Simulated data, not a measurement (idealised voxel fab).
process module | voxel tone inversion
cross-section cut | 210 nm wide | cells 5 nm
A cross-section is a grid of square cells, given in bands from the top down. A band is one or more rows of cells.
Each band's line starts with the height of the band's top and of its bottom, in nm. Then come its materials from left to right, each with its width in nm. One material with "throughout" fills the band from edge to edge. "air" is empty space.
Height 0 is the level under which the wafer as received is all one material. The lowest band goes on downwards, as in "0 down".
A width such as "30 to 40" changes by the same amount from each row of cells to the next, from the band's top row to its bottom row.
"no change" after a step means that no cell of the cross-section changed.
closed voids: empty space of 8 cells or more with no open way to the top, each as width x height at its distance from the left edge, in nm
after a step's settings: what the simulator itself notes on the step
overlay nm, on a step with a mask: how far to the right of its planned place the mask lay; to the left if negative
plan
1 op RECEIVE | material Si
2 op CONFORMAL_DEP | material SiCN | thk nm 5
3 op DIRECTIONAL_DEP | material aC | thk nm 20
4 op PATTERN | tone cover | mask id POSTS | material resist | width nm 15 | pitch nm 45 | thk nm 30 | overlay nm 0
5 op DIRECTIONAL_ETCH | etch materials aC | depth nm 20
6 op STRIP | etch materials resist
7 op FILL_DEP | material SiO2 | thk nm 5
8 op CMP | height nm 25
9 op STRIP | etch materials aC
as received, after step 1
  0 down: Si throughout
  closed voids: none
a wafer at the end: this start, this plan, one mistake
  25 to 20: SiCN throughout
  20 to 0: aC throughout
  0 down: Si throughout
  closed voids: none
what went wrong: steps 2 and 3 were swapped
